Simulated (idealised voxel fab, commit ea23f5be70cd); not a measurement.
Process module, titled voxel capacitor over wiring
Xsec cut, 255 nm wide, square cell size 5 nm.
Reading order for cross-sections: top band down to bottom band. Underlying form: a grid of square cells. Band size: one or more rows of cells.
The entry gives the band's vertical extent as a top height and a bottom height in nm, then its horizontal make-up as materials from left to right, each with a width in nm. "empty" stands for empty space; a single material marked "throughout" fills the band edge to edge.
Measure heights from 0. That's the level where, below it, the as-received wafer is all one material. The lowest band is bottomless and extends downward; write it as in "0 and below".
Top row gets the first number, bottom row gets the second, and each row in between changes by the same step: that is how a band width like "30->40" works.
Where the words "nothing altered" appear for a step, the cross-section shows no cell changed by that step; every cell remained as before.
"Sealed internal cavities" lists enclosed empty spaces (at least 8 cells, no open path upward to the top), each as width x height at distance from the left edge, in nm.
Where a step's line continues beyond its settings, the continuation is a remark by the simulator itself on that step.
"overlay nm" denotes, for a step that has a mask, the displacement of the mask to the right of its planned place, with negative values corresponding to the left.
### Steps planned for the process
| 1 | RECEIVE,material Si |
| 2 | CONFORMAL_DEP,material SiO2,thk nm 10 |
| 3 | CONFORMAL_DEP,material SiCN,thk nm 5 |
| 4 | DIRECTIONAL_DEP,material lowk,thk nm 20 |
| 5 | DIRECTIONAL_DEP,material aC,thk nm 10 |
| 6 | PATTERN,tone open,mask id METAL_1,material resist,width nm 30,pitch nm 80,thk nm 25,overlay nm 0 |
| 7 | DIRECTIONAL_ETCH,etch materials aC,depth nm 10 |
| 8 | STRIP,etch materials resist |
| 9 | DIRECTIONAL_ETCH,etch materials lowk,depth nm 20 |
| 10 | DIRECTIONAL_ETCH,etch materials SiCN,depth nm 5 |
| 11 | STRIP,etch materials aC |
| 12 | CONFORMAL_DEP,material TiN,thk nm 5 |
| 13 | FILL_DEP,material Cu,thk nm 5 |
| 14 | CMP,height nm 35 |
| 15 | CONFORMAL_DEP,material SiCN,thk nm 5 |
| 16 | DIRECTIONAL_DEP,material lowk,thk nm 10 |
| 17 | MASKED_ETCH,tone open,mask id PLUG_1,width nm 15,etch materials lowk,depth nm 10,overlay nm 0 |
| 18 | MASKED_ETCH,tone open,mask id PLUG_1,width nm 15,etch materials SiCN,depth nm 5,overlay nm 0 |
| 19 | EPI,material Ru,thk nm 10 |
| 20 | EPI,material Ru,thk nm 5 |
| 21 | DIRECTIONAL_DEP,material TiN,thk nm 10 |
| 22 | DIRECTIONAL_DEP,material Al2O3,thk nm 5 |
| 23 | DIRECTIONAL_DEP,material TiN,thk nm 10 |
| 24 | PATTERN,tone cover,mask id UPPER_PLATE,material resist,width nm 55,thk nm 20,overlay nm 0 |
| 25 | DIRECTIONAL_ETCH,etch materials TiN,depth nm 10 |
| 26 | DIRECTIONAL_ETCH,etch materials Al2O3,depth nm 5 |
| 27 | STRIP,etch materials resist |
| 28 | MASKED_ETCH,tone cover,mask id LOWER_PLATE,width nm 65,etch materials TiN,depth nm 10,overlay nm 0 |
| 29 | FILL_DEP,material SiO2,thk nm 15 |
| 30 | CMP,height nm 85 |
| 31 | MASKED_ETCH,tone open,mask id PLUG_2,width nm 15,etch materials SiO2,depth nm 10,overlay nm 0 |
| 32 | CONFORMAL_DEP,material TiN,thk nm 5 |
| 33 | FILL_DEP,material Ru,thk nm 5 |
| 34 | CMP,height nm 85 |
| 35 | CONFORMAL_DEP,material SiN,thk nm 5 |
### The first wafer of two, processed as planned
### Cross-section, incoming material, after step 1
	0 and below | Si throughout
	Sealed internal cavities: none
### Upon completion of step 2, the wafer appears in cross-section as shown
	10 down to 0 | SiO2 throughout
	Note: structure below 0 unchanged.
### Upon completion of step 3, the wafer appears in cross-section as shown
	15 down to 10 | SiCN throughout
	Note: structure below 10 unchanged.
### Upon completion of step 4, the wafer appears in cross-section as shown
	35 down to 15 | lowk throughout
	Note: structure below 15 unchanged.
### Upon completion of step 5, the wafer appears in cross-section as shown
	45 down to 35 | aC throughout
	Note: structure below 35 unchanged.
### Upon completion of step 6, the wafer appears in cross-section as shown
	70 down to 45 | resist 70 / empty 30 / resist 50 / empty 30 / resist 75
	Note: structure below 45 unchanged.
### Upon completion of step 7, the wafer appears in cross-section as shown
	60 down to 45 | resist 70 / empty 30 / resist 50 / empty 30 / resist 75
	45 down to 35 | aC 70 / empty 30 / aC 50 / empty 30 / aC 75
	Note: structure below 35 unchanged.
### Upon completion of step 8, the wafer appears in cross-section as shown
	45 down to 35 | aC 70 / empty 30 / aC 50 / empty 30 / aC 75
	Note: structure below 35 unchanged.
### Upon completion of step 9, the wafer appears in cross-section as shown
	45 down to 35 | aC 70 / empty 30 / aC 50 / empty 30 / aC 75
	35 down to 15 | lowk 70 / empty 30 / lowk 50 / empty 30 / lowk 75
	Note: structure below 15 unchanged.
### Upon completion of step 10, the wafer appears in cross-section as shown
	45 down to 35 | aC 70 / empty 30 / aC 50 / empty 30 / aC 75
	35 down to 15 | lowk 70 / empty 30 / lowk 50 / empty 30 / lowk 75
	15 down to 10 | SiCN 70 / empty 30 / SiCN 50 / empty 30 / SiCN 75
	Note: structure below 10 unchanged.
### Upon completion of step 11, the wafer appears in cross-section as shown
	35 down to 15 | lowk 70 / empty 30 / lowk 50 / empty 30 / lowk 75
	Note: structure below 15 unchanged.
### Upon completion of step 12, the wafer appears in cross-section as shown
	40 down to 35 | TiN 75 / empty 20 / TiN 60 / empty 20 / TiN 80
	35 down to 15 | lowk 70 / TiN 5 / empty 20 / TiN 5 / lowk 50 / TiN 5 / empty 20 / TiN 5 / lowk 75
	15 down to 10 | SiCN 70 / TiN 30 / SiCN 50 / TiN 30 / SiCN 75
	Note: structure below 10 unchanged.
### Upon completion of step 13, the wafer appears in cross-section as shown
	45 down to 40 | Cu throughout
	40 down to 35 | TiN 75 / Cu 20 / TiN 60 / Cu 20 / TiN 80
	35 down to 15 | lowk 70 / TiN 5 / Cu 20 / TiN 5 / lowk 50 / TiN 5 / Cu 20 / TiN 5 / lowk 75
	Note: structure below 15 unchanged.
### Upon completion of step 14, the wafer appears in cross-section as shown
	35 down to 15 | lowk 70 / TiN 5 / Cu 20 / TiN 5 / lowk 50 / TiN 5 / Cu 20 / TiN 5 / lowk 75
	Note: structure below 15 unchanged.
### Upon completion of step 15, the wafer appears in cross-section as shown
	40 down to 35 | SiCN throughout
	Note: structure below 35 unchanged.
### Upon completion of step 16, the wafer appears in cross-section as shown
	50 down to 40 | lowk throughout
	Note: structure below 40 unchanged.
### Upon completion of step 17, the wafer appears in cross-section as shown
	50 down to 40 | lowk 85 / empty 15 / lowk 155
	Note: structure below 40 unchanged.
### Upon completion of step 18, the wafer appears in cross-section as shown
	50 down to 40 | lowk 85 / empty 15 / lowk 155
	40 down to 35 | SiCN 85 / empty 15 / SiCN 155
	Note: structure below 35 unchanged.
### Upon completion of step 19, the wafer appears in cross-section as shown
	50 down to 45 | lowk 85 / empty 15 / lowk 155
	45 down to 40 | lowk 85 / Ru 15 / lowk 155
	40 down to 35 | SiCN 85 / Ru 15 / SiCN 155
	Note: structure below 35 unchanged.
### Upon completion of step 20, the wafer appears in cross-section as shown
	50 down to 40 | lowk 85 / Ru 15 / lowk 155
	Note: structure below 40 unchanged.
### Upon completion of step 21, the wafer appears in cross-section as shown
	60 down to 50 | TiN throughout
	Note: structure below 50 unchanged.
### Upon completion of step 22, the wafer appears in cross-section as shown
	65 down to 60 | Al2O3 throughout
	Note: structure below 60 unchanged.
### Upon completion of step 23, the wafer appears in cross-section as shown
	75 down to 65 | TiN throughout
	Note: structure below 65 unchanged.
### Upon completion of step 24, the wafer appears in cross-section as shown
	95 down to 75 | empty 85 / resist 55 / empty 115
	Note: structure below 75 unchanged.
### Upon completion of step 25, the wafer appears in cross-section as shown
	95 down to 75 | empty 85 / resist 55 / empty 115
	75 down to 65 | empty 85 / TiN 55 / empty 115
	Note: structure below 65 unchanged.
### Upon completion of step 26, the wafer appears in cross-section as shown
	95 down to 75 | empty 85 / resist 55 / empty 115
	75 down to 65 | empty 85 / TiN 55 / empty 115
	65 down to 60 | empty 85 / Al2O3 55 / empty 115
	Note: structure below 60 unchanged.
### Upon completion of step 27, the wafer appears in cross-section as shown
	75 down to 65 | empty 85 / TiN 55 / empty 115
	Note: structure below 65 unchanged.
### Upon completion of step 28, the wafer appears in cross-section as shown
	75 down to 65 | empty 85 / TiN 55 / empty 115
	65 down to 60 | empty 85 / Al2O3 55 / empty 115
	60 down to 50 | empty 80 / TiN 65 / empty 110
	Note: structure below 50 unchanged.
### Upon completion of step 29, the wafer appears in cross-section as shown
	90 down to 75 | SiO2 throughout
	75 down to 65 | SiO2 85 / TiN 55 / SiO2 115
	65 down to 60 | SiO2 85 / Al2O3 55 / SiO2 115
	60 down to 50 | SiO2 80 / TiN 65 / SiO2 110
	Note: structure below 50 unchanged.
### Upon completion of step 30, the wafer appears in cross-section as shown
	85 down to 75 | SiO2 throughout
	Note: structure below 75 unchanged.
### Upon completion of step 31, the wafer appears in cross-section as shown
	85 down to 75 | SiO2 95 / empty 15 / SiO2 145
	Note: structure below 75 unchanged.
### Upon completion of step 32, the wafer appears in cross-section as shown
	90 down to 85 | TiN 100 / empty 5 / TiN 150
	85 down to 80 | SiO2 95 / TiN 5 / empty 5 / TiN 5 / SiO2 145
	80 down to 75 | SiO2 95 / TiN 15 / SiO2 145
	Note: structure below 75 unchanged.
### Upon completion of step 33, the wafer appears in cross-section as shown
	95 down to 90 | Ru throughout
	90 down to 85 | TiN 100 / Ru 5 / TiN 150
	85 down to 80 | SiO2 95 / TiN 5 / Ru 5 / TiN 5 / SiO2 145
	Note: structure below 80 unchanged.
### Upon completion of step 34, the wafer appears in cross-section as shown
	85 down to 80 | SiO2 95 / TiN 5 / Ru 5 / TiN 5 / SiO2 145
	Note: structure below 80 unchanged.
### Upon completion of step 35, the wafer appears in cross-section as shown
	90 down to 85 | SiN throughout
	Note: structure below 85 unchanged.
### Second wafer, same starting conditions and recipe as the first, one mistake in executing it, nothing differs from the first up to and including step 30
### Second wafer at the planned finish of step 31, seen in cross-section
	85 down to 75 | SiO2 95 / empty 20 / SiO2 140
	Note: structure below 75 unchanged.
### Second wafer at the planned finish of step 32, seen in cross-section
	90 down to 85 | TiN 100 / empty 10 / TiN 145
	85 down to 80 | SiO2 95 / TiN 5 / empty 10 / TiN 5 / SiO2 140
	80 down to 75 | SiO2 95 / TiN 20 / SiO2 140
	Note: structure below 75 unchanged.
### Second wafer at the planned finish of step 33, seen in cross-section
	95 down to 90 | Ru throughout
	90 down to 85 | TiN 100 / Ru 10 / TiN 145
	85 down to 80 | SiO2 95 / TiN 5 / Ru 10 / TiN 5 / SiO2 140
	Note: structure below 80 unchanged.
### Second wafer at the planned finish of step 34, seen in cross-section
	85 down to 80 | SiO2 95 / TiN 5 / Ru 10 / TiN 5 / SiO2 140
	Note: structure below 80 unchanged.
### Second wafer at the planned finish of step 35, seen in cross-section
	90 down to 85 | SiN throughout
	Note: structure below 85 unchanged.
Finding, execution versus plan: step 31 ran differently from the plan; actual operation with settings: MASKED_ETCH,tone open,mask id PLUG_2,width nm 20,etch materials SiO2,depth nm 10,overlay nm 0
Counted in cells at the end, the second wafer holds more or fewer of these materials than the first: +1 Ru | -2 SiO2 | +1 TiN
